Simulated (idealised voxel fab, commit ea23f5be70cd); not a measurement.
process module | voxel wiring stack
Each square cell in cross-section cut measures 5 nm, and the section as a whole is 180 nm wide.
If you're reading a cross-section in this doc, picture square cells in a grid; it comes to you as bands, top ones listed first down to the bottom, and a band can be one or more rows of cells. Basically the band line says how high the top is and how high the bottom is, in nm, and then what's in it from left to right, every material with its width in nm. Empty space shows up as "blank", and if a single material carries "everywhere" it runs the full band edge to edge. The level at which height equals 0 is the one under which the wafer, as it arrives, is entirely one material. No lower edge exists for the bottom band, which continues downward and is notated as in "0..down". A two-number width, for instance "30->40", indicates that the width is equal to the first number in the top row of the band and to the second number in the bottom row, and that it changes by a constant amount per row of cells. What does "all unchanged" mean for a step? It means no cell of the cross-section changed in that step. Reported under the label "Listed closed voids" are the empty spaces having no open way to the top and comprising 8 cells or more; the notation for each is width x height at distance, in which the distance is measured from the left edge and all three values are in nm. Where a step's line continues beyond its settings, the continuation is a remark by the simulator itself on that step. overlay nm: mask right of planned place by this much (step with mask). Neg. = left.
These are the steps we planned for the process
- 1: RECEIVE,material Si
- 2: CONFORMAL_DEP,material SiO2,thk nm 10
- 3: CONFORMAL_DEP,material SiN,thk nm 5
- 4: DIRECTIONAL_DEP,material SiO2,thk nm 25
- 5: PATTERN,tone open,mask id METAL_1,material resist,width nm 30,pitch nm 60,thk nm 20,overlay nm 0
- 6: DIRECTIONAL_ETCH,etch materials SiO2,depth nm 25
- 7: DIRECTIONAL_ETCH,etch materials SiN,depth nm 5
- 8: STRIP,etch materials resist
- 9: CONFORMAL_DEP,material TiN,thk nm 5
- 10: FILL_DEP,material W,thk nm 5
- 11: CMP,height nm 40
- 12: CONFORMAL_DEP,material SiCN,thk nm 5
- 13: DIRECTIONAL_DEP,material SiO2,thk nm 10
- 14: MASKED_ETCH,tone open,mask id PLUG_1,width nm 15,etch materials SiO2,depth nm 10,overlay nm 0
- 15: MASKED_ETCH,tone open,mask id PLUG_1,width nm 15,etch materials SiCN,depth nm 5,overlay nm 0
- 16: CONFORMAL_DEP,material TiN,thk nm 5
- 17: FILL_DEP,material Cu,thk nm 5
- 18: CMP,height nm 55
- 19: DIRECTIONAL_DEP,material TiN,thk nm 5
- 20: DIRECTIONAL_DEP,material Ru,thk nm 25
- 21: PATTERN,tone cover,mask id METAL_2,material resist,width nm 30,pitch nm 60,thk nm 15,overlay nm 0
- 22: DIRECTIONAL_ETCH,etch materials Ru,depth nm 25
- 23: DIRECTIONAL_ETCH,etch materials TiN,depth nm 5
- 24: STRIP,etch materials resist
- 25: CONFORMAL_DEP,material SiCN,thk nm 5
- 26: FILL_DEP,material SiO2,thk nm 10
- 27: CMP,height nm 85
- 28: CONFORMAL_DEP,material SiCN,thk nm 5
- 29: DIRECTIONAL_DEP,material SiO2,thk nm 30
- 30: DIRECTIONAL_DEP,material aC,thk nm 10
- 31: PATTERN,tone open,mask id METAL_3_HOLES,material resist,width nm 15,pitch nm 60,thk nm 30,overlay nm 0
- 32: DIRECTIONAL_ETCH,etch materials aC,depth nm 10
- 33: STRIP,etch materials resist
- 34: DIRECTIONAL_ETCH,etch materials SiO2,depth nm 30
- 35: STRIP,etch materials aC
- 36: PATTERN,tone open,mask id METAL_3,material resist,width nm 30,pitch nm 60,thk nm 15,overlay nm 0
- 37: DIRECTIONAL_ETCH,etch materials SiO2,depth nm 20
- 38: DIRECTIONAL_ETCH,etch materials SiCN,depth nm 5
- 39: STRIP,etch materials resist
- 40: CONFORMAL_DEP,material TiN,thk nm 5
- 41: FILL_DEP,material Cu,thk nm 10
- 42: CMP,height nm 120
- 43: CONFORMAL_DEP,material SiN,thk nm 5
Wafer at receipt (post step 1), cross-section
- 0..down  Si everywhere
- Listed closed voids: none
Result of the module, cross-sectioned: start per above, plan per above, one error in how it was run
- 125..120  SiN everywhere
- 120..105  SiO2 (45); TiN (5); Cu (25); TiN (5); SiO2 (25); TiN (5); Cu (25); TiN (5); SiO2 (40)
- 105..100  SiO2 (45); TiN (5); Cu (5); TiN (25); SiO2 (25); TiN (5); Cu (5); TiN (25); SiO2 (40)
- 100..90  SiO2 (45); TiN (5); Cu (5); TiN (5); SiO2 (45); TiN (5); Cu (5); TiN (5); SiO2 (60)
- 90..85  SiCN (45); TiN (15); SiCN (45); TiN (15); SiCN (60)
- 85..60  SiO2 (40); SiCN (5); Ru (30); SiCN (5); SiO2 (20); SiCN (5); Ru (30); SiCN (5); SiO2 (40)
- 60..55  SiCN (45); TiN (30); SiCN (30); TiN (30); SiCN (45)
- 55..45  SiO2 (45); TiN (5); Cu (5); TiN (5); SiO2 (120)
- 45..40  SiCN (45); TiN (15); SiCN (120)
- 40..15  SiO2 (45); TiN (5); W (20); TiN (5); SiO2 (30); TiN (5); W (20); TiN (5); SiO2 (45)
- 15..10  SiN (45); TiN (30); SiN (30); TiN (30); SiN (45)
- 10..0  SiO2 everywhere
- 0..down  Si everywhere
- Listed closed voids: none
The mistake made against the process plan was this: step 36 did not happen as planned, as run it was PATTERN,tone open,mask id METAL_3,material resist,width nm 35,pitch nm 60,thk nm 15,overlay nm 0
